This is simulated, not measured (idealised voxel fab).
The document below concerns the process module designated voxel trench capacitor.
This is section cut - it's 205 nm across, gridded in 5 nm square cells.
Reading order for cross-sections: top band down to bottom band. Underlying form: a grid of square cells. Band size: one or more rows of cells. Band: top height; bottom height; in nm. Then, left to right: material with width in nm, for each material. "throughout": a single material spanning edge to edge. "blank": empty space. The level at which height equals 0 is the one under which the wafer, as it arrives, is entirely one material. No lower edge exists for the bottom band, which continues downward and is notated as in "0 and below". Graded width ("30..40"): value in top row of band = first number; value in bottom row = second number; row-to-row change constant. Step note "no change occurred" = no cross-section cell changed. "Trapped voids" enumerates empty spaces isolated from the top, with no open way to it, that contain at least 8 cells, giving each as width x height at distance from the left edge, all three in nm. What comes after the settings on a step's line is commentary from the simulator itself on that step. overlay nm: how far to the right of its planned place the mask lay on this masked step (negative: to the left).

# So here's the lineup of process steps we planned
1 RECEIVE [material Si]
2 CONFORMAL_DEP [material SiN] [thk nm 10]
3 DIRECTIONAL_DEP [material aC] [thk nm 15]
4 PATTERN [tone open] [mask id TRENCH] [material resist] [width nm 25] [pitch nm 45] [thk nm 35] [overlay nm 0]
5 DIRECTIONAL_ETCH [etch materials aC] [depth nm 15]
6 STRIP [etch materials resist]
7 DIRECTIONAL_ETCH [etch materials SiN] [depth nm 10]
8 DIRECTIONAL_ETCH [etch materials Si] [depth nm 40]
9 STRIP [etch materials aC]
10 CONFORMAL_DEP [material HfO2] [thk nm 5]
11 CONFORMAL_DEP [material TiN] [thk nm 5]
12 FILL_DEP [material W] [thk nm 5]
13 CMP [height nm 10]

# On the first of the two wafers: run conducted according to plan

# Incoming wafer, cross-sectional view, post step 1
- 0 and below | Si throughout
- Trapped voids: none

# How the wafer stands in section after step 2
- 10 down to 0 | SiN throughout
- Rest of section, below 0: as before.

# How the wafer stands in section after step 3
- 25 down to 10 | aC throughout
- Rest of section, below 10: as before.

# How the wafer stands in section after step 4
- 60 down to 25 | 65 resist; 25 blank; 20 resist; 25 blank; 70 resist
- Rest of section, below 25: as before.

# How the wafer stands in section after step 5
- 45 down to 25 | 65 resist; 25 blank; 20 resist; 25 blank; 70 resist
- 25 down to 10 | 65 aC; 25 blank; 20 aC; 25 blank; 70 aC
- Rest of section, below 10: as before.

# How the wafer stands in section after step 6
- 25 down to 10 | 65 aC; 25 blank; 20 aC; 25 blank; 70 aC
- Rest of section, below 10: as before.

# How the wafer stands in section after step 7
- 25 down to 10 | 65 aC; 25 blank; 20 aC; 25 blank; 70 aC
- 10 down to 0 | 65 SiN; 25 blank; 20 SiN; 25 blank; 70 SiN
- Rest of section, below 0: as before.

# How the wafer stands in section after step 8
- 25 down to 10 | 65 aC; 25 blank; 20 aC; 25 blank; 70 aC
- 10 down to 0 | 65 SiN; 25 blank; 20 SiN; 25 blank; 70 SiN
- 0 down to -40 | 65 Si; 25 blank; 20 Si; 25 blank; 70 Si
- Rest of section, below -40: as before.

# How the wafer stands in section after step 9
- 10 down to 0 | 65 SiN; 25 blank; 20 SiN; 25 blank; 70 SiN
- Rest of section, below 0: as before.

# How the wafer stands in section after step 10
- 15 down to 10 | 70 HfO2; 15 blank; 30 HfO2; 15 blank; 75 HfO2
- 10 down to 0 | 65 SiN; 5 HfO2; 15 blank; 5 HfO2; 20 SiN; 5 HfO2; 15 blank; 5 HfO2; 70 SiN
- 0 down to -35 | 65 Si; 5 HfO2; 15 blank; 5 HfO2; 20 Si; 5 HfO2; 15 blank; 5 HfO2; 70 Si
- -35 down to -40 | 65 Si; 25 HfO2; 20 Si; 25 HfO2; 70 Si
- Rest of section, below -40: as before.

# How the wafer stands in section after step 11
- 20 down to 15 | 75 TiN; 5 blank; 40 TiN; 5 blank; 80 TiN
- 15 down to 10 | 70 HfO2; 5 TiN; 5 blank; 5 TiN; 30 HfO2; 5 TiN; 5 blank; 5 TiN; 75 HfO2
- 10 down to 0 | 65 SiN; 5 HfO2; 5 TiN; 5 blank; 5 TiN; 5 HfO2; 20 SiN; 5 HfO2; 5 TiN; 5 blank; 5 TiN; 5 HfO2; 70 SiN
- 0 down to -30 | 65 Si; 5 HfO2; 5 TiN; 5 blank; 5 TiN; 5 HfO2; 20 Si; 5 HfO2; 5 TiN; 5 blank; 5 TiN; 5 HfO2; 70 Si
- -30 down to -35 | 65 Si; 5 HfO2; 15 TiN; 5 HfO2; 20 Si; 5 HfO2; 15 TiN; 5 HfO2; 70 Si
- Rest of section, below -35: as before.

# How the wafer stands in section after step 12
- 25 down to 20 | W throughout
- 20 down to 15 | 75 TiN; 5 W; 40 TiN; 5 W; 80 TiN
- 15 down to 10 | 70 HfO2; 5 TiN; 5 W; 5 TiN; 30 HfO2; 5 TiN; 5 W; 5 TiN; 75 HfO2
- 10 down to 0 | 65 SiN; 5 HfO2; 5 TiN; 5 W; 5 TiN; 5 HfO2; 20 SiN; 5 HfO2; 5 TiN; 5 W; 5 TiN; 5 HfO2; 70 SiN
- 0 down to -30 | 65 Si; 5 HfO2; 5 TiN; 5 W; 5 TiN; 5 HfO2; 20 Si; 5 HfO2; 5 TiN; 5 W; 5 TiN; 5 HfO2; 70 Si
- Rest of section, below -30: as before.

# How the wafer stands in section after step 13
- 10 down to 0 | 65 SiN; 5 HfO2; 5 TiN; 5 W; 5 TiN; 5 HfO2; 20 SiN; 5 HfO2; 5 TiN; 5 W; 5 TiN; 5 HfO2; 70 SiN
- Rest of section, below 0: as before.

# Wafer two of the pair: same origin, same plan, one error during the run; identical to wafer one up to and including step 3

# Second wafer: cross-section at the scheduled end of step 4
- 60 down to 25 | 70 resist; 15 blank; 30 resist; 15 blank; 75 resist
- Rest of section, below 25: as before.

# Second wafer: cross-section at the scheduled end of step 5
- 45 down to 25 | 70 resist; 15 blank; 30 resist; 15 blank; 75 resist
- 25 down to 10 | 70 aC; 15 blank; 30 aC; 15 blank; 75 aC
- Rest of section, below 10: as before.

# Second wafer: cross-section at the scheduled end of step 6
- 25 down to 10 | 70 aC; 15 blank; 30 aC; 15 blank; 75 aC
- Rest of section, below 10: as before.

# Second wafer: cross-section at the scheduled end of step 7
- 25 down to 10 | 70 aC; 15 blank; 30 aC; 15 blank; 75 aC
- 10 down to 0 | 70 SiN; 15 blank; 30 SiN; 15 blank; 75 SiN
- Rest of section, below 0: as before.

# Second wafer: cross-section at the scheduled end of step 8
- 25 down to 10 | 70 aC; 15 blank; 30 aC; 15 blank; 75 aC
- 10 down to 0 | 70 SiN; 15 blank; 30 SiN; 15 blank; 75 SiN
- 0 down to -40 | 70 Si; 15 blank; 30 Si; 15 blank; 75 Si
- Rest of section, below -40: as before.

# Second wafer: cross-section at the scheduled end of step 9
- 10 down to 0 | 70 SiN; 15 blank; 30 SiN; 15 blank; 75 SiN
- Rest of section, below 0: as before.

# Second wafer: cross-section at the scheduled end of step 10
- 15 down to 10 | 75 HfO2; 5 blank; 40 HfO2; 5 blank; 80 HfO2
- 10 down to 0 | 70 SiN; 5 HfO2; 5 blank; 5 HfO2; 30 SiN; 5 HfO2; 5 blank; 5 HfO2; 75 SiN
- 0 down to -35 | 70 Si; 5 HfO2; 5 blank; 5 HfO2; 30 Si; 5 HfO2; 5 blank; 5 HfO2; 75 Si
- -35 down to -40 | 70 Si; 15 HfO2; 30 Si; 15 HfO2; 75 Si
- Rest of section, below -40: as before.

# Second wafer: cross-section at the scheduled end of step 11
- 20 down to 15 | TiN throughout
- 15 down to 10 | 75 HfO2; 5 TiN; 40 HfO2; 5 TiN; 80 HfO2
- 10 down to 0 | 70 SiN; 5 HfO2; 5 TiN; 5 HfO2; 30 SiN; 5 HfO2; 5 TiN; 5 HfO2; 75 SiN
- 0 down to -35 | 70 Si; 5 HfO2; 5 TiN; 5 HfO2; 30 Si; 5 HfO2; 5 TiN; 5 HfO2; 75 Si
- Rest of section, below -35: as before.

# Second wafer: cross-section at the scheduled end of step 12
- 25 down to 20 | W throughout
- Rest of section, below 20: as before.

# Second wafer: cross-section at the scheduled end of step 13
- 10 down to 0 | 70 SiN; 5 HfO2; 5 TiN; 5 HfO2; 30 SiN; 5 HfO2; 5 TiN; 5 HfO2; 75 SiN
- Rest of section, below 0: as before.
what went wrong: step 4 ran with different settings than intended, the actual operation and settings being PATTERN [tone open] [mask id TRENCH] [material resist] [width nm 15] [pitch nm 45] [thk nm 35] [overlay nm 0]
The closing comparison, in cells, has the second wafer with more or fewer of some materials than the first: HfO2: 4 fewer; Si: 32 more; SiN: 8 more; TiN: 20 fewer; W: 16 fewer
